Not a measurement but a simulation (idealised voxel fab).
process module | voxel capacitor over wiring
cross-section cut | 275 nm wide | cells 5 nm
A cross-section is a grid of square cells, given in bands from the top down. A band is one or more rows of cells.
Each band's line starts with the height of the band's top and of its bottom, in nm. Then come its materials from left to right, each with its width in nm. One material with "throughout" fills the band from edge to edge. "air" is empty space.
Height 0 is the level under which the wafer as received is all one material. The lowest band goes on downwards, as in "0 down".
A width such as "30 to 40" changes by the same amount from each row of cells to the next, from the band's top row to its bottom row.
"no change" after a step means that no cell of the cross-section changed.
closed voids: empty space of 8 cells or more with no open way to the top, each as width x height at its distance from the left edge, in nm
after a step's settings: what the simulator itself notes on the step
overlay nm, on a step with a mask: how far to the right of its planned place the mask lay; to the left if negative
plan
1 op RECEIVE | material Si
2 op CONFORMAL_DEP | material SiO2 | thk nm 15
3 op DIRECTIONAL_DEP | material TiN | thk nm 5
4 op DIRECTIONAL_DEP | material W | thk nm 15
5 op MASKED_ETCH | tone cover | mask id METAL_1 | width nm 30 | pitch nm 100 | etch materials W | depth nm 15 | overlay nm 0
6 op MASKED_ETCH | tone cover | mask id METAL_1 | width nm 30 | pitch nm 100 | etch materials TiN | depth nm 5 | overlay nm 0
7 op FILL_DEP | material SiO2 | thk nm 10
8 op CMP | height nm 35
9 op CONFORMAL_DEP | material SiCN | thk nm 5
10 op DIRECTIONAL_DEP | material lowk | thk nm 10
11 op PATTERN | tone open | mask id PLUG_1 | material resist | width nm 15 | thk nm 15 | overlay nm 0
12 op DIRECTIONAL_ETCH | etch materials lowk | depth nm 10
13 op DIRECTIONAL_ETCH | etch materials SiCN | depth nm 5
14 op STRIP | etch materials resist
15 op EPI | material Ru | thk nm 10
16 op EPI | material Ru | thk nm 5
17 op DIRECTIONAL_DEP | material TiN | thk nm 10
18 op DIRECTIONAL_DEP | material SiN | thk nm 5
19 op DIRECTIONAL_DEP | material TiN | thk nm 5
20 op DIRECTIONAL_DEP | material aC | thk nm 10
21 op PATTERN | tone cover | mask id UPPER_PLATE | material resist | width nm 75 | thk nm 25 | overlay nm 0
22 op DIRECTIONAL_ETCH | etch materials aC | depth nm 10
23 op STRIP | etch materials resist
24 op DIRECTIONAL_ETCH | etch materials TiN | depth nm 5
25 op DIRECTIONAL_ETCH | etch materials SiN | depth nm 5
26 op STRIP | etch materials aC
27 op MASKED_ETCH | tone cover | mask id LOWER_PLATE | width nm 85 | etch materials TiN | depth nm 10 | overlay nm 0
28 op FILL_DEP | material SiO2 | thk nm 20
29 op CMP | height nm 85
30 op MASKED_ETCH | tone open | mask id PLUG_2 | width nm 15 | etch materials SiO2 | depth nm 15 | overlay nm 0
31 op CONFORMAL_DEP | material TiN | thk nm 5
32 op FILL_DEP | material Ru | thk nm 5
33 op CMP | height nm 85
34 op CONFORMAL_DEP | material SiN | thk nm 5
as received, after step 1
  0 down: Si throughout
  closed voids: none
first wafer at the end, as planned
  90 to 85: SiN throughout
  85 to 75: SiO2 95 | TiN 5 | Ru 5 | TiN 5 | SiO2 165
  75 to 65: SiO2 95 to 85 | TiN 15 to 75 | SiO2 165 to 115
  65 to 60: SiO2 85 | SiN 75 | SiO2 115
  60 to 50: SiO2 80 | TiN 85 | SiO2 110
  50 to 40: lowk 85 | Ru 15 | lowk 175
  40 to 35: SiCN 85 | Ru 15 | SiCN 175
  35 to 20: SiO2 70 | W 30 | SiO2 70 | W 30 | SiO2 75
  20 to 15: SiO2 70 | TiN 30 | SiO2 70 | TiN 30 | SiO2 75
  15 to 0: SiO2 throughout
  0 down: Si throughout
  closed voids: none
second wafer at the end: like start, like plan, one mistake
  90 to 85: SiN throughout
  85 to 75: SiO2 95 | TiN 15 to 65 | SiO2 165 to 115
  75 to 70: SiO2 95 | TiN 5 | SiN 60 | SiO2 115
  70 to 65: SiO2 80 | TiN 5 | SiO2 15 | TiN 65 | SiO2 110
  65 to 60: SiO2 80 | TiN 85 | SiO2 110
  60 to 55: lowk 85 | SiN 15 | lowk 175
  55 to 50: lowk 85 | TiN 15 | lowk 175
  50 to 45: SiCN 85 | TiN 15 | SiCN 175
  45 to 35: SiCN throughout
  35 to 20: SiO2 70 | W 30 | SiO2 70 | W 30 | SiO2 75
  20 to 15: SiO2 70 | TiN 30 | SiO2 70 | TiN 30 | SiO2 75
  15 to 0: SiO2 throughout
  0 down: Si throughout
  closed voids: none
what went wrong: step 9 ran as: op CONFORMAL_DEP | material SiCN | thk nm 15
at the end the second wafer has, in cells: 11 fewer of Ru | 110 more of SiCN | 97 fewer of SiO2 | 2 fewer of TiN
